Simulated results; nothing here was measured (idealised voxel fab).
Title: Process Module voxel fin reveal
The cross-section on display is named cut; it measures 150 nm wide, and its cells are 5 nm squares.
If you're reading a cross-section in this doc, picture square cells in a grid; it comes to you as bands, top ones listed first down to the bottom, and a band can be one or more rows of cells. First you get the band's top height and its bottom height, in nm, and then the materials it's made of, left to right, with each width in nm. If you see a single material with "all across", that one covers the band edge to edge. "blank" is empty space. Below 0: as-received wafer, all one material; heights counted from there. Lowest band: no bottom, goes on down, written "0..down". The expression "30 to 40" gives the width at the extremes of the band, the first number at its top row of cells and the second at its bottom row, with the width changing by equal amounts from each row to the next in between. "remained unchanged" means the step left every cell of the cross-section as it was. If an empty space has no open way to the top and is at least 8 cells in size, "Sealed void list" lists it, written width x height at distance, where distance is measured from the left edge and every value is in nm. after a step's settings: what the simulator itself notes on the step. Each step line may optionally specify "overlay nm", which for a step with a mask gives the rightward distance between the mask's planned place and where it lay, a negative value indicating the leftward direction.
## Steps in the process plan
step 1: op RECEIVE | material Si
step 2: op CONFORMAL_DEP | material SiN | thk nm 10
step 3: op MASKED_ETCH | tone cover | mask id FINS | width nm 15 | pitch nm 45 | etch materials SiN | depth nm 10 | overlay nm 0
step 4: op MASKED_ETCH | tone cover | mask id FINS | width nm 15 | pitch nm 45 | etch materials Si | depth nm 30 | overlay nm 0
step 5: op OXIDIZE | depth nm 5
step 6: op FILL_DEP | material SiO2 | thk nm 5
step 7: op CMP | height nm 10
step 8: op SELECTIVE_ETCH | etch materials SiO2 | depth nm 30
step 9: op STRIP | etch materials SiN
## Shown in cross-section is the wafer as received, that is, as it stands after step 1
  0..down = Si all across
  Sealed void list: none
## Sectioned view, first of two wafers, at the close of the module, processed as intended in the plan
  0..-20 = blank: 50 / Si: 5 / blank: 40 / Si: 5 / blank: 50
  -20..-35 = SiO2: 50 / Si: 5 / SiO2: 40 / Si: 5 / SiO2: 50
  -35..down = Si all across
  Sealed void list: none
## Second wafer through the module, sectioned at the end: same beginning and same plan as the first wafer, with one mistake in carrying it out
  10..0 = blank: 45 / SiN: 15 / blank: 30 / SiN: 15 / blank: 45
  0..-35 = blank: 50 / Si: 5 / blank: 40 / Si: 5 / blank: 50
  -35..down = Si all across
  Sealed void list: none
what went wrong: step 9 went in with a setting other than planned; the actual run was op STRIP | etch materials SiO2
Upon completion, the second wafer contains, in terms of cells, a greater or smaller amount of certain materials than the first wafer: +12 SiN | -84 SiO2
